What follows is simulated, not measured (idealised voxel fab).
process module | voxel capacitor over wiring
Square cells of 5 nm make up the cross-section cut, whose width is 195 nm.
Reading order for cross-sections: top band down to bottom band. Underlying form: a grid of square cells. Band size: one or more rows of cells. It is stipulated that each band's entry specify, in nanometres, the height of the top of the band and then that of its bottom, followed by the materials of the band in left-to-right sequence, each together with its width in nanometres. A single material marked by the word "full width" is understood to fill the band from edge to edge; the word "air" is understood to denote empty space. The level at which height equals 0 is the one under which the wafer, as it arrives, is entirely one material. No lower edge exists for the bottom band, which continues downward and is notated as in "from 0 down". Think of "30..40" as a width that walks from the first number to the second as you go down the band, top row to bottom row, taking equal-sized steps from row to row. When a step is marked "identical to before", none of the cells in the cross-section changed during that step. Empty spaces counting at least 8 cells and having no open way to the top are listed in "Closed void table". The notation width x height at distance is used for each, the distance being from the left edge and all three values in nm. Past the settings on a step's line: simulator remark, on that step. overlay nm: mask right of planned place by this much (step with mask). Neg. = left.

plan:
| 1 | RECEIVE, material Si |
| 2 | CONFORMAL_DEP, material SiO2, thk nm 10 |
| 3 | DIRECTIONAL_DEP, material TiN, thk nm 5 |
| 4 | DIRECTIONAL_DEP, material W, thk nm 25 |
| 5 | DIRECTIONAL_DEP, material aC, thk nm 15 |
| 6 | PATTERN, tone cover, mask id METAL_1, material resist, width nm 30, pitch nm 85, thk nm 30, overlay nm 0 |
| 7 | DIRECTIONAL_ETCH, etch materials aC, depth nm 15 |
| 8 | STRIP, etch materials resist |
| 9 | DIRECTIONAL_ETCH, etch materials W, depth nm 25 |
| 10 | DIRECTIONAL_ETCH, etch materials TiN, depth nm 5 |
| 11 | STRIP, etch materials aC |
| 12 | FILL_DEP, material lowk, thk nm 10 |
| 13 | CMP, height nm 40 |
| 14 | CONFORMAL_DEP, material SiCN, thk nm 5 |
| 15 | DIRECTIONAL_DEP, material lowk, thk nm 15 |
| 16 | MASKED_ETCH, tone open, mask id PLUG_1, width nm 15, etch materials lowk, depth nm 15, overlay nm 0 |
| 17 | MASKED_ETCH, tone open, mask id PLUG_1, width nm 15, etch materials SiCN, depth nm 5, overlay nm 0 |
| 18 | EPI, material Ru, thk nm 10 |
| 19 | EPI, material Ru, thk nm 10 |
| 20 | DIRECTIONAL_DEP, material TiN, thk nm 10 |
| 21 | DIRECTIONAL_DEP, material Al2O3, thk nm 5 |
| 22 | DIRECTIONAL_DEP, material TiN, thk nm 10 |
| 23 | MASKED_ETCH, tone cover, mask id UPPER_PLATE, width nm 60, etch materials TiN, depth nm 10, overlay nm 0 |
| 24 | MASKED_ETCH, tone cover, mask id UPPER_PLATE, width nm 60, etch materials Al2O3, depth nm 5, overlay nm 0 |
| 25 | DIRECTIONAL_DEP, material aC, thk nm 15 |
| 26 | PATTERN, tone cover, mask id LOWER_PLATE, material resist, width nm 70, thk nm 30, overlay nm 0 |
| 27 | DIRECTIONAL_ETCH, etch materials aC, depth nm 15 |
| 28 | STRIP, etch materials resist |
| 29 | DIRECTIONAL_ETCH, etch materials TiN, depth nm 10 |
| 30 | STRIP, etch materials aC |
| 31 | FILL_DEP, material SiO2, thk nm 20 |
| 32 | CMP, height nm 100 |
| 33 | PATTERN, tone open, mask id PLUG_2, material resist, width nm 15, thk nm 15, overlay nm 0 |
| 34 | DIRECTIONAL_ETCH, etch materials SiO2, depth nm 15 |
| 35 | STRIP, etch materials resist |
| 36 | CONFORMAL_DEP, material TiN, thk nm 5 |
| 37 | FILL_DEP, material W, thk nm 5 |
| 38 | CMP, height nm 100 |
| 39 | CONFORMAL_DEP, material SiCN, thk nm 5 |

First of the two wafers, run per plan:

As-received state of the wafer in cross-section, equivalent to post-step 1:
from 0 down  Si full width
Closed void table: none

Step 2 done - wafer cross-section:
from 10 to 0  SiO2 full width
Anything lower than 0 is untouched.

Step 3 done - wafer cross-section:
from 15 to 10  TiN full width
Anything lower than 10 is untouched.

Step 4 done - wafer cross-section:
from 40 to 15  W full width
Anything lower than 15 is untouched.

Step 5 done - wafer cross-section:
from 55 to 40  aC full width
Anything lower than 40 is untouched.

Step 6 done - wafer cross-section:
from 85 to 55  40 nm air | 30 nm resist | 55 nm air | 30 nm resist | 40 nm air
Anything lower than 55 is untouched.

Step 7 done - wafer cross-section:
from 70 to 55  40 nm air | 30 nm resist | 55 nm air | 30 nm resist | 40 nm air
from 55 to 40  40 nm air | 30 nm aC | 55 nm air | 30 nm aC | 40 nm air
Anything lower than 40 is untouched.

Step 8 done - wafer cross-section:
from 55 to 40  40 nm air | 30 nm aC | 55 nm air | 30 nm aC | 40 nm air
Anything lower than 40 is untouched.

Step 9 done - wafer cross-section:
from 55 to 40  40 nm air | 30 nm aC | 55 nm air | 30 nm aC | 40 nm air
from 40 to 15  40 nm air | 30 nm W | 55 nm air | 30 nm W | 40 nm air
Anything lower than 15 is untouched.

Step 10 done - wafer cross-section:
from 55 to 40  40 nm air | 30 nm aC | 55 nm air | 30 nm aC | 40 nm air
from 40 to 15  40 nm air | 30 nm W | 55 nm air | 30 nm W | 40 nm air
from 15 to 10  40 nm air | 30 nm TiN | 55 nm air | 30 nm TiN | 40 nm air
Anything lower than 10 is untouched.

Step 11 done - wafer cross-section:
from 40 to 15  40 nm air | 30 nm W | 55 nm air | 30 nm W | 40 nm air
Anything lower than 15 is untouched.

Step 12 done - wafer cross-section:
from 50 to 40  lowk full width
from 40 to 15  40 nm lowk | 30 nm W | 55 nm lowk | 30 nm W | 40 nm lowk
from 15 to 10  40 nm lowk | 30 nm TiN | 55 nm lowk | 30 nm TiN | 40 nm lowk
Anything lower than 10 is untouched.

Step 13 done - wafer cross-section:
from 40 to 15  40 nm lowk | 30 nm W | 55 nm lowk | 30 nm W | 40 nm lowk
Anything lower than 15 is untouched.

Step 14 done - wafer cross-section:
from 45 to 40  SiCN full width
Anything lower than 40 is untouched.

Step 15 done - wafer cross-section:
from 60 to 45  lowk full width
Anything lower than 45 is untouched.

Step 16 done - wafer cross-section:
from 60 to 45  55 nm lowk | 15 nm air | 125 nm lowk
Anything lower than 45 is untouched.

Step 17 done - wafer cross-section:
from 60 to 45  55 nm lowk | 15 nm air | 125 nm lowk
from 45 to 40  55 nm SiCN | 15 nm air | 125 nm SiCN
Anything lower than 40 is untouched.

Step 18 done - wafer cross-section:
from 60 to 50  55 nm lowk | 15 nm air | 125 nm lowk
from 50 to 45  55 nm lowk | 15 nm Ru | 125 nm lowk
from 45 to 40  55 nm SiCN | 15 nm Ru | 125 nm SiCN
Anything lower than 40 is untouched.

Step 19 done - wafer cross-section:
from 60 to 45  55 nm lowk | 15 nm Ru | 125 nm lowk
Anything lower than 45 is untouched.

Step 20 done - wafer cross-section:
from 70 to 60  TiN full width
Anything lower than 60 is untouched.

Step 21 done - wafer cross-section:
from 75 to 70  Al2O3 full width
Anything lower than 70 is untouched.

Step 22 done - wafer cross-section:
from 85 to 75  TiN full width
Anything lower than 75 is untouched.

Step 23 done - wafer cross-section:
from 85 to 75  55 nm air | 60 nm TiN | 80 nm air
Anything lower than 75 is untouched.

Step 24 done - wafer cross-section:
from 85 to 75  55 nm air | 60 nm TiN | 80 nm air
from 75 to 70  55 nm air | 60 nm Al2O3 | 80 nm air
Anything lower than 70 is untouched.

Step 25 done - wafer cross-section:
from 100 to 85  55 nm air | 60 nm aC | 80 nm air
from 85 to 75  55 nm aC | 60 nm TiN | 80 nm aC
from 75 to 70  55 nm aC | 60 nm Al2O3 | 80 nm aC
Anything lower than 70 is untouched.

Step 26 done - wafer cross-section:
from 130 to 100  50 nm air | 70 nm resist | 75 nm air
from 100 to 85  50 nm air | 5 nm resist | 60 nm aC | 5 nm resist | 75 nm air
Anything lower than 85 is untouched.

Step 27 done - wafer cross-section:
from 115 to 100  50 nm air | 70 nm resist | 75 nm air
from 100 to 85  50 nm air | 5 nm resist | 60 nm aC | 5 nm resist | 75 nm air
from 85 to 75  50 nm air | 5 nm aC | 60 nm TiN | 5 nm aC | 75 nm air
from 75 to 70  50 nm air | 5 nm aC | 60 nm Al2O3 | 5 nm aC | 75 nm air
Anything lower than 70 is untouched.

Step 28 done - wafer cross-section:
from 100 to 85  55 nm air | 60 nm aC | 80 nm air
Anything lower than 85 is untouched.

Step 29 done - wafer cross-section:
from 100 to 85  55 nm air | 60 nm aC | 80 nm air
from 85 to 75  50 nm air | 5 nm aC | 60 nm TiN | 5 nm aC | 75 nm air
from 75 to 70  50 nm air | 5 nm aC | 60 nm Al2O3 | 5 nm aC | 75 nm air
from 70 to 60  50 nm air | 70 nm TiN | 75 nm air
Anything lower than 60 is untouched.

Step 30 done - wafer cross-section:
from 85 to 75  55 nm air | 60 nm TiN | 80 nm air
from 75 to 70  55 nm air | 60 nm Al2O3 | 80 nm air
Anything lower than 70 is untouched.

Step 31 done - wafer cross-section:
from 105 to 85  SiO2 full width
from 85 to 75  55 nm SiO2 | 60 nm TiN | 80 nm SiO2
from 75 to 70  55 nm SiO2 | 60 nm Al2O3 | 80 nm SiO2
from 70 to 60  50 nm SiO2 | 70 nm TiN | 75 nm SiO2
Anything lower than 60 is untouched.

Step 32 done - wafer cross-section:
from 100 to 85  SiO2 full width
Anything lower than 85 is untouched.

Step 33 done - wafer cross-section:
from 115 to 100  65 nm resist | 15 nm air | 115 nm resist
Anything lower than 100 is untouched.

Step 34 done - wafer cross-section:
from 115 to 100  65 nm resist | 15 nm air | 115 nm resist
from 100 to 85  65 nm SiO2 | 15 nm air | 115 nm SiO2
Anything lower than 85 is untouched.

Step 35 done - wafer cross-section:
from 100 to 85  65 nm SiO2 | 15 nm air | 115 nm SiO2
Anything lower than 85 is untouched.

Step 36 done - wafer cross-section:
from 105 to 100  70 nm TiN | 5 nm air | 120 nm TiN
from 100 to 90  65 nm SiO2 | 5 nm TiN | 5 nm air | 5 nm TiN | 115 nm SiO2
from 90 to 85  65 nm SiO2 | 15 nm TiN | 115 nm SiO2
Anything lower than 85 is untouched.

Step 37 done - wafer cross-section:
from 110 to 105  W full width
from 105 to 100  70 nm TiN | 5 nm W | 120 nm TiN
from 100 to 90  65 nm SiO2 | 5 nm TiN | 5 nm W | 5 nm TiN | 115 nm SiO2
Anything lower than 90 is untouched.

Step 38 done - wafer cross-section:
from 100 to 90  65 nm SiO2 | 5 nm TiN | 5 nm W | 5 nm TiN | 115 nm SiO2
Anything lower than 90 is untouched.

Step 39 done - wafer cross-section:
from 105 to 100  SiCN full width
Anything lower than 100 is untouched.

Second wafer: same start and same plan as the first, one execution error; identical to the first through step 23:

Look at the second wafer in cross-section at the time step 24 ought to have finished:
from 85 to 75  55 nm air | 60 nm TiN | 80 nm air
from 75 to 70  50 nm air | 70 nm Al2O3 | 75 nm air
Anything lower than 70 is untouched.

Look at the second wafer in cross-section at the time step 25 ought to have finished:
from 100 to 90  55 nm air | 60 nm aC | 80 nm air
from 90 to 85  50 nm air | 70 nm aC | 75 nm air
from 85 to 75  55 nm aC | 60 nm TiN | 80 nm aC
from 75 to 70  50 nm aC | 70 nm Al2O3 | 75 nm aC
Anything lower than 70 is untouched.

Look at the second wafer in cross-section at the time step 26 ought to have finished:
from 130 to 100  50 nm air | 70 nm resist | 75 nm air
from 100 to 90  50 nm air | 5 nm resist | 60 nm aC | 5 nm resist | 75 nm air
Anything lower than 90 is untouched.

Look at the second wafer in cross-section at the time step 27 ought to have finished:
from 115 to 100  50 nm air | 70 nm resist | 75 nm air
from 100 to 90  50 nm air | 5 nm resist | 60 nm aC | 5 nm resist | 75 nm air
from 90 to 85  50 nm air | 70 nm aC | 75 nm air
from 85 to 75  50 nm air | 5 nm aC | 60 nm TiN | 5 nm aC | 75 nm air
from 75 to 70  50 nm air | 70 nm Al2O3 | 75 nm air
Anything lower than 70 is untouched.

Look at the second wafer in cross-section at the time step 28 ought to have finished:
from 100 to 90  55 nm air | 60 nm aC | 80 nm air
Anything lower than 90 is untouched.

Look at the second wafer in cross-section at the time step 29 ought to have finished:
from 100 to 90  55 nm air | 60 nm aC | 80 nm air
from 90 to 85  50 nm air | 70 nm aC | 75 nm air
from 85 to 75  50 nm air | 5 nm aC | 60 nm TiN | 5 nm aC | 75 nm air
from 75 to 70  50 nm air | 70 nm Al2O3 | 75 nm air
from 70 to 60  50 nm air | 70 nm TiN | 75 nm air
Anything lower than 60 is untouched.

Look at the second wafer in cross-section at the time step 30 ought to have finished:
from 85 to 75  55 nm air | 60 nm TiN | 80 nm air
Anything lower than 75 is untouched.

Look at the second wafer in cross-section at the time step 31 ought to have finished:
from 105 to 85  SiO2 full width
from 85 to 75  55 nm SiO2 | 60 nm TiN | 80 nm SiO2
from 75 to 70  50 nm SiO2 | 70 nm Al2O3 | 75 nm SiO2
from 70 to 60  50 nm SiO2 | 70 nm TiN | 75 nm SiO2
Anything lower than 60 is untouched.

Look at the second wafer in cross-section at the time step 32 ought to have finished:
from 100 to 85  SiO2 full width
Anything lower than 85 is untouched.

Look at the second wafer in cross-section at the time step 33 ought to have finished:
from 115 to 100  65 nm resist | 15 nm air | 115 nm resist
Anything lower than 100 is untouched.

Look at the second wafer in cross-section at the time step 34 ought to have finished:
from 115 to 100  65 nm resist | 15 nm air | 115 nm resist
from 100 to 85  65 nm SiO2 | 15 nm air | 115 nm SiO2
Anything lower than 85 is untouched.

Look at the second wafer in cross-section at the time step 35 ought to have finished:
from 100 to 85  65 nm SiO2 | 15 nm air | 115 nm SiO2
Anything lower than 85 is untouched.

Look at the second wafer in cross-section at the time step 36 ought to have finished:
from 105 to 100  70 nm TiN | 5 nm air | 120 nm TiN
from 100 to 90  65 nm SiO2 | 5 nm TiN | 5 nm air | 5 nm TiN | 115 nm SiO2
from 90 to 85  65 nm SiO2 | 15 nm TiN | 115 nm SiO2
Anything lower than 85 is untouched.

Look at the second wafer in cross-section at the time step 37 ought to have finished:
from 110 to 105  W full width
from 105 to 100  70 nm TiN | 5 nm W | 120 nm TiN
from 100 to 90  65 nm SiO2 | 5 nm TiN | 5 nm W | 5 nm TiN | 115 nm SiO2
Anything lower than 90 is untouched.

Look at the second wafer in cross-section at the time step 38 ought to have finished:
from 100 to 90  65 nm SiO2 | 5 nm TiN | 5 nm W | 5 nm TiN | 115 nm SiO2
Anything lower than 90 is untouched.

Look at the second wafer in cross-section at the time step 39 ought to have finished:
from 105 to 100  SiCN full width
Anything lower than 100 is untouched.
The mistake made against the process plan was this: the process deviated at step 24: the operation and settings actually run there were MASKED_ETCH, tone cover, mask id UPPER_PLATE, width nm 70, etch materials Al2O3, depth nm 5, overlay nm 0
Heads up, by the end the second wafer has more or fewer cells of some materials compared to the first: +2 Al2O3; -2 SiO2
